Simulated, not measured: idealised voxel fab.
This is a process module. Its name is voxel plated lines.
We display cut, a cross-section 175 nm in width whose square cells are each 5 nm.
Square cells in a grid make up a cross-section in this document, and the grid is given as bands, listed from the top down, each one or more rows of cells.
Quick guide to a band line: top height, bottom height (nm) up front; then every material left to right with its width in nm. Only one material and it's marked "full width"? Then it fills the band edge to edge. And "air" just means empty space.
We count height from 0. Below that, the starting wafer is all one material. The lowest band never ends at the bottom but goes on down; see "z 0 and below" for how that is written.
You'd read "30->40" like this: the band's top row of cells is as wide as the first number, its bottom row is as wide as the second, and going down, every row changes width by the same amount as the row before did.
It should be understood that the words "nothing changed", when stated for a given step, signify that the cross-section underwent no change in any of its cells during that step.
Reported under the label "Closed void register" are the empty spaces having no open way to the top and comprising 8 cells or more; the notation for each is width x height at distance, in which the distance is measured from the left edge and all three values are in nm.
Where a step's line continues beyond its settings, the continuation is a remark by the simulator itself on that step.
You can add "overlay nm" to a step's line. For a step with a mask, it describes how far the mask lay to the right of its planned position, and a negative number describes a lay to the left.

**Planned step list for the process**
step 1: RECEIVE (material Si)
step 2: CONFORMAL_DEP (material SiO2; thk nm 5)
step 3: DIRECTIONAL_DEP (material TiN; thk nm 5)
step 4: PATTERN (tone open; mask id LINES; material resist; width nm 20; pitch nm 40; thk nm 40; overlay nm 0)
step 5: EPI (material Ru; thk nm 5)
step 6: EPI (material Ru; thk nm 5)
step 7: EPI (material Ru; thk nm 10)
step 8: STRIP (etch materials resist)
step 9: DIRECTIONAL_ETCH (etch materials TiN; depth nm 5)
step 10: CONFORMAL_DEP (material SiN; thk nm 10)

**Run as planned: first of two wafers**

**Received-state cross-section, reflecting completion of step 1**
z 0 and below: Si full width
Closed void register: none

**So this is the wafer cross-section right after step 2**
z 5 to 0: SiO2 full width
below 0: unchanged

**So this is the wafer cross-section right after step 3**
z 10 to 5: TiN full width
below 5: unchanged

**So this is the wafer cross-section right after step 4**
z 50 to 10: resist: 35 / air: 20 / resist: 20 / air: 20 / resist: 20 / air: 20 / resist: 40
below 10: unchanged

**So this is the wafer cross-section right after step 5**
z 50 to 15: resist: 35 / air: 20 / resist: 20 / air: 20 / resist: 20 / air: 20 / resist: 40
z 15 to 10: resist: 35 / Ru: 20 / resist: 20 / Ru: 20 / resist: 20 / Ru: 20 / resist: 40
below 10: unchanged

**So this is the wafer cross-section right after step 6**
z 50 to 20: resist: 35 / air: 20 / resist: 20 / air: 20 / resist: 20 / air: 20 / resist: 40
z 20 to 10: resist: 35 / Ru: 20 / resist: 20 / Ru: 20 / resist: 20 / Ru: 20 / resist: 40
below 10: unchanged

**So this is the wafer cross-section right after step 7**
z 50 to 30: resist: 35 / air: 20 / resist: 20 / air: 20 / resist: 20 / air: 20 / resist: 40
z 30 to 10: resist: 35 / Ru: 20 / resist: 20 / Ru: 20 / resist: 20 / Ru: 20 / resist: 40
below 10: unchanged

**So this is the wafer cross-section right after step 8**
z 30 to 10: air: 35 / Ru: 20 / air: 20 / Ru: 20 / air: 20 / Ru: 20 / air: 40
below 10: unchanged

**So this is the wafer cross-section right after step 9**
z 30 to 10: air: 35 / Ru: 20 / air: 20 / Ru: 20 / air: 20 / Ru: 20 / air: 40
z 10 to 5: air: 35 / TiN: 20 / air: 20 / TiN: 20 / air: 20 / TiN: 20 / air: 40
below 5: unchanged

**So this is the wafer cross-section right after step 10**
z 40 to 30: air: 25 / SiN: 120 / air: 30
z 30 to 15: air: 25 / SiN: 10 / Ru: 20 / SiN: 20 / Ru: 20 / SiN: 20 / Ru: 20 / SiN: 10 / air: 30
z 15 to 10: SiN: 35 / Ru: 20 / SiN: 20 / Ru: 20 / SiN: 20 / Ru: 20 / SiN: 40
z 10 to 5: SiN: 35 / TiN: 20 / SiN: 20 / TiN: 20 / SiN: 20 / TiN: 20 / SiN: 40
below 5: unchanged

**Wafer two. Identical start, identical plan. One mistake in execution. Identical history through step 6**

**when step 7 should have ended**
z 50 to 40: resist: 35 / air: 20 / resist: 20 / air: 20 / resist: 20 / air: 20 / resist: 40
z 40 to 10: resist: 35 / Ru: 20 / resist: 20 / Ru: 20 / resist: 20 / Ru: 20 / resist: 40
below 10: unchanged

**when step 8 should have ended**
z 40 to 10: air: 35 / Ru: 20 / air: 20 / Ru: 20 / air: 20 / Ru: 20 / air: 40
below 10: unchanged

**when step 9 should have ended**
z 40 to 10: air: 35 / Ru: 20 / air: 20 / Ru: 20 / air: 20 / Ru: 20 / air: 40
z 10 to 5: air: 35 / TiN: 20 / air: 20 / TiN: 20 / air: 20 / TiN: 20 / air: 40
below 5: unchanged

**when step 10 should have ended**
z 50 to 40: air: 25 / SiN: 120 / air: 30
z 40 to 15: air: 25 / SiN: 10 / Ru: 20 / SiN: 20 / Ru: 20 / SiN: 20 / Ru: 20 / SiN: 10 / air: 30
z 15 to 10: SiN: 35 / Ru: 20 / SiN: 20 / Ru: 20 / SiN: 20 / Ru: 20 / SiN: 40
z 10 to 5: SiN: 35 / TiN: 20 / SiN: 20 / TiN: 20 / SiN: 20 / TiN: 20 / SiN: 40
below 5: unchanged
Here's what went sideways: step 7 from the plan got run twice
Heads up, by the end the second wafer has more or fewer cells of some materials compared to the first: Ru +24 | SiN +24
